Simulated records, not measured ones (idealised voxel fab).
voxel capacitor over wiring: a process module
We display cut, a cross-section 220 nm in width whose square cells are each 5 nm.
Notation: cross-section as square-cell grid; stated in bands, top first, going down; one or more cell rows per band. Heights first: top, then bottom, in nm. Then materials, left to right, each with a width in nm. "edge to edge" on a single material: fills the band edge to edge. "empty": empty space. It should be noted that heights are counted from 0, beneath which the wafer as supplied is of one material throughout, and that the lowest band possesses no lower boundary but continues downward, as written in "from 0 down". The expression "30 to 40" gives the width at the extremes of the band, the first number at its top row of cells and the second at its bottom row, with the width changing by equal amounts from each row to the next in between. Basically "remains unaltered" means that step didn't change any cell in the cross-section. "Entrapped void list" specifies each empty space that is not open to the top and that occupies no fewer than 8 cells, using the form width x height at distance, the distance measured from the left edge and all three quantities in nm. The remark found on a step's line after its settings is issued by the simulator itself and pertains to that step. overlay nm: where the mask lay relative to plan, measured to the right, on steps with a mask; negatives go left.
### The steps planned for the process are as follows
1,RECEIVE [material Si]
2,CONFORMAL_DEP [material SiO2] [thk nm 15]
3,DIRECTIONAL_DEP [material TiN] [thk nm 5]
4,DIRECTIONAL_DEP [material W] [thk nm 20]
5,DIRECTIONAL_DEP [material aC] [thk nm 10]
6,PATTERN [tone cover] [mask id METAL_1] [material resist] [width nm 20] [pitch nm 70] [thk nm 30] [overlay nm 0]
7,DIRECTIONAL_ETCH [etch materials aC] [depth nm 10]
8,STRIP [etch materials resist]
9,DIRECTIONAL_ETCH [etch materials W] [depth nm 20]
10,DIRECTIONAL_ETCH [etch materials TiN] [depth nm 5]
11,STRIP [etch materials aC]
12,CONFORMAL_DEP [material SiCN] [thk nm 5]
13,FILL_DEP [material lowk] [thk nm 5]
14,CMP [height nm 40]
15,CONFORMAL_DEP [material SiCN] [thk nm 5]
16,DIRECTIONAL_DEP [material lowk] [thk nm 20]
17,PATTERN [tone open] [mask id PLUG_1] [material resist] [width nm 15] [thk nm 20] [overlay nm 0]
18,DIRECTIONAL_ETCH [etch materials lowk] [depth nm 20]
19,DIRECTIONAL_ETCH [etch materials SiCN] [depth nm 5]
20,STRIP [etch materials resist]
21,CONFORMAL_DEP [material TiN] [thk nm 5]
22,FILL_DEP [material Ru] [thk nm 5]
23,CMP [height nm 65]
24,DIRECTIONAL_DEP [material TiN] [thk nm 10]
25,DIRECTIONAL_DEP [material HfO2] [thk nm 5]
26,DIRECTIONAL_DEP [material TiN] [thk nm 10]
27,PATTERN [tone cover] [mask id UPPER_PLATE] [material resist] [width nm 55] [thk nm 15] [overlay nm 0]
28,DIRECTIONAL_ETCH [etch materials TiN] [depth nm 10]
29,DIRECTIONAL_ETCH [etch materials HfO2] [depth nm 5]
30,STRIP [etch materials resist]
31,PATTERN [tone cover] [mask id LOWER_PLATE] [material resist] [width nm 65] [thk nm 15] [overlay nm 0]
32,DIRECTIONAL_ETCH [etch materials TiN] [depth nm 10]
33,STRIP [etch materials resist]
34,FILL_DEP [material SiO2] [thk nm 15]
35,CMP [height nm 100]
36,DIRECTIONAL_DEP [material aC] [thk nm 15]
37,PATTERN [tone open] [mask id PLUG_2] [material resist] [width nm 15] [thk nm 30] [overlay nm 0]
38,DIRECTIONAL_ETCH [etch materials aC] [depth nm 15]
39,STRIP [etch materials resist]
40,DIRECTIONAL_ETCH [etch materials SiO2] [depth nm 10]
41,STRIP [etch materials aC]
42,CONFORMAL_DEP [material TiN] [thk nm 5]
43,FILL_DEP [material Cu] [thk nm 10]
44,CMP [height nm 100]
45,CONFORMAL_DEP [material SiN] [thk nm 5]
### Here's what the wafer looked like in cross-section when it arrived - that's after step 1
* from 0 down: Si edge to edge
* Entrapped void list: none
### End-of-module cross-section. Starting structure and process plan as above; one mistake made in running it
* from 105 to 100: SiN edge to edge
* from 100 to 90: 70 nm SiO2 | 55 nm TiN | 95 nm SiO2
* from 90 to 85: 70 nm SiO2 | 55 nm HfO2 | 95 nm SiO2
* from 85 to 75: HfO2 edge to edge
* from 75 to 65: TiN edge to edge
* from 65 to 45: 70 nm lowk | 5 nm TiN | 5 nm Ru | 5 nm TiN | 135 nm lowk
* from 45 to 40: 70 nm SiCN | 15 nm TiN | 135 nm SiCN
* from 40 to 20: 60 nm lowk | 5 nm SiCN | 20 nm W | 5 nm SiCN | 40 nm lowk | 5 nm SiCN | 20 nm W | 5 nm SiCN | 60 nm lowk
* from 20 to 15: 65 nm SiCN | 20 nm TiN | 50 nm SiCN | 20 nm TiN | 65 nm SiCN
* from 15 to 0: SiO2 edge to edge
* from 0 down: Si edge to edge
* Entrapped void list: none
So what did we get wrong on this run? step 25 ran with different settings than intended, the actual operation and settings being DIRECTIONAL_DEP [material HfO2] [thk nm 15]
